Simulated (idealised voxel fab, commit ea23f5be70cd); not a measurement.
process module | voxel capacitor over wiring
cross-section cut | 290 nm wide | cells 5 nm
A cross-section is a grid of square cells, given in bands from the top down. A band is one or more rows of cells.
Each band's line starts with the height of the band's top and of its bottom, in nm. Then come its materials from left to right, each with its width in nm. One material with "throughout" fills the band from edge to edge. "air" is empty space.
Height 0 is the level under which the wafer as received is all one material. The lowest band goes on downwards, as in "0 down".
A width such as "30 to 40" changes by the same amount from each row of cells to the next, from the band's top row to its bottom row.
"no change" after a step means that no cell of the cross-section changed.
closed voids: empty space of 8 cells or more with no open way to the top, each as width x height at its distance from the left edge, in nm
after a step's settings: what the simulator itself notes on the step
overlay nm, on a step with a mask: how far to the right of its planned place the mask lay; to the left if negative
plan
1 op RECEIVE | material Si
2 op CONFORMAL_DEP | material SiO2 | thk nm 10
3 op CONFORMAL_DEP | material SiCN | thk nm 5
4 op DIRECTIONAL_DEP | material SiO2 | thk nm 20
5 op MASKED_ETCH | tone open | mask id METAL_1 | width nm 20 | pitch nm 80 | etch materials SiO2 | depth nm 20 | overlay nm 0
6 op MASKED_ETCH | tone open | mask id METAL_1 | width nm 20 | pitch nm 80 | etch materials SiCN | depth nm 5 | overlay nm 0
7 op CONFORMAL_DEP | material TiN | thk nm 5
8 op FILL_DEP | material Cu | thk nm 5
9 op CMP | height nm 35
10 op EPI | material Ru | thk nm 5
11 op FILL_DEP | material SiCN | thk nm 5
12 op DIRECTIONAL_DEP | material lowk | thk nm 10
13 op MASKED_ETCH | tone open | mask id PLUG_1 | width nm 15 | etch materials lowk | depth nm 10 | overlay nm 0
14 op MASKED_ETCH | tone open | mask id PLUG_1 | width nm 15 | etch materials SiCN | depth nm 5 | overlay nm 0
15 op CONFORMAL_DEP | material TiN | thk nm 5
16 op FILL_DEP | material Ru | thk nm 5
17 op CMP | height nm 55
18 op DIRECTIONAL_DEP | material TiN | thk nm 5
19 op DIRECTIONAL_DEP | material Al2O3 | thk nm 5
20 op DIRECTIONAL_DEP | material TiN | thk nm 5
21 op MASKED_ETCH | tone cover | mask id UPPER_PLATE | width nm 65 | etch materials TiN | depth nm 5 | overlay nm 0
22 op MASKED_ETCH | tone cover | mask id UPPER_PLATE | width nm 65 | etch materials Al2O3 | depth nm 5 | overlay nm 0
23 op MASKED_ETCH | tone cover | mask id LOWER_PLATE | width nm 75 | etch materials TiN | depth nm 5 | overlay nm 0
24 op FILL_DEP | material SiO2 | thk nm 15
25 op CMP | height nm 80
26 op MASKED_ETCH | tone open | mask id PLUG_2 | width nm 15 | etch materials SiO2 | depth nm 10 | overlay nm 0
27 op CONFORMAL_DEP | material TiN | thk nm 5
28 op FILL_DEP | material Cu | thk nm 5
29 op CMP | height nm 80
30 op CONFORMAL_DEP | material SiN | thk nm 5
as received, after step 1
  0 down: Si throughout
  closed voids: none
a wafer at the end: this start, this plan, one mistake
  85 to 80: SiN throughout
  80 to 75: SiO2 110 | TiN 5 | Cu 5 | TiN 5 | SiO2 165
  75 to 65: SiO2 110 to 100 | TiN 15 to 65 | SiO2 165 to 125
  65 to 60: SiO2 100 | Al2O3 65 | SiO2 125
  60 to 55: SiO2 95 | TiN 75 | SiO2 120
  55 to 50: Ru 85 | TiN 20 | Ru 5 | TiN 15 | Ru 40 | TiN 40 | Ru 85
  50 to 45: TiN 90 | lowk 10 | TiN 5 | Ru 5 | TiN 5 | lowk 5 | TiN 50 | lowk 30 | TiN 90
  45 to 40: lowk 100 | TiN 15 | lowk 175
  40 to 35: lowk 90 | Ru 30 | lowk 50 | Ru 30 | lowk 90
  35 to 15: SiO2 95 | TiN 5 | Cu 10 | TiN 5 | SiO2 60 | TiN 5 | Cu 10 | TiN 5 | SiO2 95
  15 to 10: SiCN 95 | TiN 20 | SiCN 60 | TiN 20 | SiCN 95
  10 to 0: SiO2 throughout
  0 down: Si throughout
  closed voids: none
what went wrong: step 11 was left out
